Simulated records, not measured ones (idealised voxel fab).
Title: Process Module voxel transistor to metal
Section shown: cut. Width: 255 nm. Cell size: 5 nm, square.
Heads up, the way a cross-section reads in here is a grid of square cells, handed over as bands from the top down, with every band being one or more rows of cells. This entry defines a band. It first specifies the height of the band's top and the height of its bottom in nm, and then specifies the band's materials from left to right, stating each material with its width in nm. The word "all across" identifies a single material that fills the band from edge to edge, while the word "air" identifies empty space. Height 0 is the level under which the wafer as received is all one material. The lowest band goes on downwards, as in "0 down". Quick explanation for "30 to 40": the width changes in equal steps down the rows of cells, from the first number in the band's top row to the second number in its bottom row. Basically "no change" means that step didn't change any cell in the cross-section. What "Sealed void listing" gives you is every empty space of 8 cells or more that is cut off from the top. Each appears as width x height at distance, with the distance taken from the left edge and width, height and distance all in nm. On a step's line, text after the settings is the simulator commenting on that step. The optional step-line setting "overlay nm" applies to steps with a mask and quantifies how far to the right of its planned location the mask lay, a negative value indicating leftward placement.
**The following list gives the planned process steps**
1 op RECEIVE | material Si
2 op CONFORMAL_DEP | material SiO2 | thk nm 5
3 op CONFORMAL_DEP | material SiN | thk nm 15
4 op MASKED_ETCH | tone cover | mask id ACTIVE | width nm 90 | pitch nm 110 | etch materials SiN | depth nm 15 | overlay nm 0
5 op MASKED_ETCH | tone cover | mask id ACTIVE | width nm 90 | pitch nm 110 | etch materials SiO2 | depth nm 5 | overlay nm 0
6 op MASKED_ETCH | tone cover | mask id ACTIVE | width nm 90 | pitch nm 110 | etch materials Si | depth nm 25 | overlay nm 0
7 op OXIDIZE | depth nm 5
8 op FILL_DEP | material SiO2 | thk nm 10
9 op CMP | height nm 20
10 op SELECTIVE_ETCH | etch materials SiO2 | depth nm 10
11 op STRIP | etch materials SiN
12 op SELECTIVE_ETCH | etch materials SiO2 | depth nm 5
13 op OXIDIZE | depth nm 5
14 op DIRECTIONAL_DEP | material polySi | thk nm 25
15 op DIRECTIONAL_DEP | material SiCN | thk nm 15
16 op PATTERN | tone cover | mask id GATE | material resist | width nm 20 | pitch nm 110 | thk nm 20 | overlay nm 0
17 op DIRECTIONAL_ETCH | etch materials SiCN | depth nm 25
18 op DIRECTIONAL_ETCH | etch materials polySi | depth nm 35
19 op STRIP | etch materials resist
20 op CONFORMAL_DEP | material SiN | thk nm 10
21 op DIRECTIONAL_ETCH | etch materials SiN | depth nm 10
22 op DIRECTIONAL_ETCH | etch materials SiO2 | depth nm 5
23 op DIRECTIONAL_ETCH | etch materials Si | depth nm 10
24 op EPI | material nSi | thk nm 15
25 op FILL_DEP | material SiO2 | thk nm 5
26 op CMP | height nm 40
27 op DIRECTIONAL_DEP | material SiO2 | thk nm 10
28 op PATTERN | tone open | mask id CONTACT | material resist | width nm 25 | pitch nm 55 | thk nm 15 | overlay nm 0
29 op DIRECTIONAL_ETCH | etch materials SiO2 | depth nm 50
30 op STRIP | etch materials resist
31 op CONFORMAL_DEP | material TiN | thk nm 5
32 op FILL_DEP | material Ru | thk nm 5
33 op CMP | height nm 50
34 op DIRECTIONAL_DEP | material TiN | thk nm 5
35 op DIRECTIONAL_DEP | material Ru | thk nm 15
36 op MASKED_ETCH | tone cover | mask id METAL_1 | width nm 15 | etch materials Ru | depth nm 15 | overlay nm 0
37 op MASKED_ETCH | tone cover | mask id METAL_1 | width nm 15 | etch materials TiN | depth nm 5 | overlay nm 0
38 op CONFORMAL_DEP | material SiN | thk nm 5
39 op FILL_DEP | material SiO2 | thk nm 10
40 op CMP | height nm 70
41 op CONFORMAL_DEP | material SiCN | thk nm 5
42 op DIRECTIONAL_DEP | material SiO2 | thk nm 30
43 op MASKED_ETCH | tone open | mask id METAL_2 | width nm 15 | pitch nm 110 | etch materials SiO2 | depth nm 15 | overlay nm 0
44 op DIRECTIONAL_DEP | material aC | thk nm 10
45 op PATTERN | tone open | mask id METAL_2_HOLES | material resist | width nm 15 | pitch nm 110 | thk nm 30 | overlay nm 0
46 op DIRECTIONAL_ETCH | etch materials aC | depth nm 10
47 op STRIP | etch materials resist
48 op DIRECTIONAL_ETCH | etch materials SiO2 | depth nm 15
49 op DIRECTIONAL_ETCH | etch materials SiCN | depth nm 5
50 op STRIP | etch materials aC
51 op CONFORMAL_DEP | material TiN | thk nm 5
52 op FILL_DEP | material Ru | thk nm 5
53 op CMP | height nm 105
54 op CONFORMAL_DEP | material SiN | thk nm 5
**Wafer as received: cross-section following step 1**
- 0 down = Si all across
- Sealed void listing: none
**Looking at the first of two wafers in cross-section at end of module - ran to plan**
- 110 to 105 = SiN all across
- 105 to 75 = 30 SiO2 | 5 TiN | 5 Ru | 5 TiN | 95 SiO2 | 5 TiN | 5 Ru | 5 TiN | 100 SiO2
- 75 to 70 = 30 SiCN | 15 TiN | 95 SiCN | 15 TiN | 100 SiCN
- 70 to 55 = 25 SiO2 | 5 SiN | 15 Ru | 5 SiN | 40 SiO2 | 5 SiN | 15 Ru | 5 SiN | 20 SiO2 | 5 SiN | 15 Ru | 5 SiN | 40 SiO2 | 5 SiN | 15 Ru | 5 SiN | 30 SiO2
- 55 to 50 = 30 SiN | 15 TiN | 50 SiN | 15 TiN | 30 SiN | 15 TiN | 50 SiN | 15 TiN | 35 SiN
- 50 to 40 = 30 SiO2 | 5 TiN | 15 to 10 Ru | 5 to 10 TiN | 30 SiO2 | 5 to 10 TiN | 15 to 10 Ru | 5 TiN | 30 SiO2 | 5 TiN | 15 to 10 Ru | 5 to 10 TiN | 30 SiO2 | 5 to 10 TiN | 15 to 10 Ru | 5 TiN | 35 SiO2
- 40 to 25 = 30 SiO2 | 5 TiN | 10 Ru | 5 TiN | 10 SiN | 20 SiCN | 10 SiN | 5 TiN | 10 Ru | 5 TiN | 30 SiO2 | 5 TiN | 10 Ru | 5 TiN | 10 SiN | 20 SiCN | 10 SiN | 5 TiN | 10 Ru | 5 TiN | 35 SiO2
- 25 to 15 = 30 SiO2 | 5 TiN | 10 Ru | 5 TiN | 10 SiN | 20 polySi | 10 SiN | 5 TiN | 10 Ru | 5 TiN | 30 SiO2 | 5 TiN | 10 Ru | 5 TiN | 10 SiN | 20 polySi | 10 SiN | 5 TiN | 10 Ru | 5 TiN | 35 SiO2
- 15 to 10 = 30 SiO2 | 20 TiN | 10 SiN | 20 polySi | 10 SiN | 20 TiN | 30 SiO2 | 20 TiN | 10 SiN | 20 polySi | 10 SiN | 20 TiN | 35 SiO2
- 10 to 5 = 30 SiO2 | 5 TiN | 15 nSi | 10 SiN | 20 polySi | 10 SiN | 15 nSi | 5 TiN | 30 SiO2 | 5 TiN | 15 nSi | 10 SiN | 20 polySi | 10 SiN | 15 nSi | 5 TiN | 35 SiO2
- 5 to 0 = 20 SiO2 | 10 SiN | 5 TiN | 15 nSi | 10 SiN | 20 polySi | 10 SiN | 15 nSi | 5 TiN | 10 SiN | 10 SiO2 | 10 SiN | 5 TiN | 15 nSi | 10 SiN | 20 polySi | 10 SiN | 15 nSi | 5 TiN | 10 SiN | 25 SiO2
- 0 to -5 = 30 SiO2 | 20 nSi | 40 SiO2 | 20 nSi | 30 SiO2 | 20 nSi | 40 SiO2 | 20 nSi | 35 SiO2
- -5 to -15 = 30 SiO2 | 20 nSi | 40 Si | 20 nSi | 30 SiO2 | 20 nSi | 40 Si | 20 nSi | 35 SiO2
- -15 to -30 = 30 SiO2 | 80 Si | 30 SiO2 | 80 Si | 35 SiO2
- -30 down = Si all across
- Sealed void listing: none
**Module end: cross-section of wafer two of two. Same start and process plan as the first wafer. One mistake during execution**
- 110 to 105 = SiN all across
- 105 to 75 = 30 SiO2 | 5 TiN | 5 Ru | 5 TiN | 95 SiO2 | 5 TiN | 5 Ru | 5 TiN | 100 SiO2
- 75 to 70 = 30 SiCN | 15 TiN | 95 SiCN | 15 TiN | 100 SiCN
- 70 to 55 = 25 SiO2 | 5 SiN | 15 Ru | 5 SiN | 40 SiO2 | 5 SiN | 15 Ru | 5 SiN | 20 SiO2 | 5 SiN | 15 Ru | 5 SiN | 40 SiO2 | 5 SiN | 15 Ru | 5 SiN | 30 SiO2
- 55 to 50 = 30 SiN | 15 TiN | 50 SiN | 15 TiN | 30 SiN | 15 TiN | 50 SiN | 15 TiN | 35 SiN
- 50 to 40 = 30 SiO2 | 5 TiN | 15 to 10 Ru | 5 to 10 TiN | 30 SiO2 | 5 to 10 TiN | 15 to 10 Ru | 5 TiN | 30 SiO2 | 5 TiN | 15 to 10 Ru | 5 to 10 TiN | 30 SiO2 | 5 to 10 TiN | 15 to 10 Ru | 5 TiN | 35 SiO2
- 40 to 25 = 30 SiO2 | 5 TiN | 10 Ru | 5 TiN | 10 SiN | 20 SiCN | 10 SiN | 5 TiN | 10 Ru | 5 TiN | 30 SiO2 | 5 TiN | 10 Ru | 5 TiN | 10 SiN | 20 SiCN | 10 SiN | 5 TiN | 10 Ru | 5 TiN | 35 SiO2
- 25 to 5 = 30 SiO2 | 5 TiN | 10 Ru | 5 TiN | 10 SiN | 20 polySi | 10 SiN | 5 TiN | 10 Ru | 5 TiN | 30 SiO2 | 5 TiN | 10 Ru | 5 TiN | 10 SiN | 20 polySi | 10 SiN | 5 TiN | 10 Ru | 5 TiN | 35 SiO2
- 5 to 0 = 20 SiO2 | 10 SiN | 20 TiN | 10 SiN | 20 polySi | 10 SiN | 20 TiN | 10 SiN | 10 SiO2 | 10 SiN | 20 TiN | 10 SiN | 20 polySi | 10 SiN | 20 TiN | 10 SiN | 25 SiO2
- 0 to -5 = 30 SiO2 | 20 nSi | 40 SiO2 | 20 nSi | 30 SiO2 | 20 nSi | 40 SiO2 | 20 nSi | 35 SiO2
- -5 to -30 = 30 SiO2 | 80 Si | 30 SiO2 | 80 Si | 35 SiO2
- -30 down = Si all across
- Sealed void listing: none
Diagnosis: note: step 23 <-> step 24, run order reversed vs plan
Heads up, by the end the second wafer has more or fewer cells of some materials compared to the first: +16 Ru | +32 Si | +8 TiN | -56 nSi
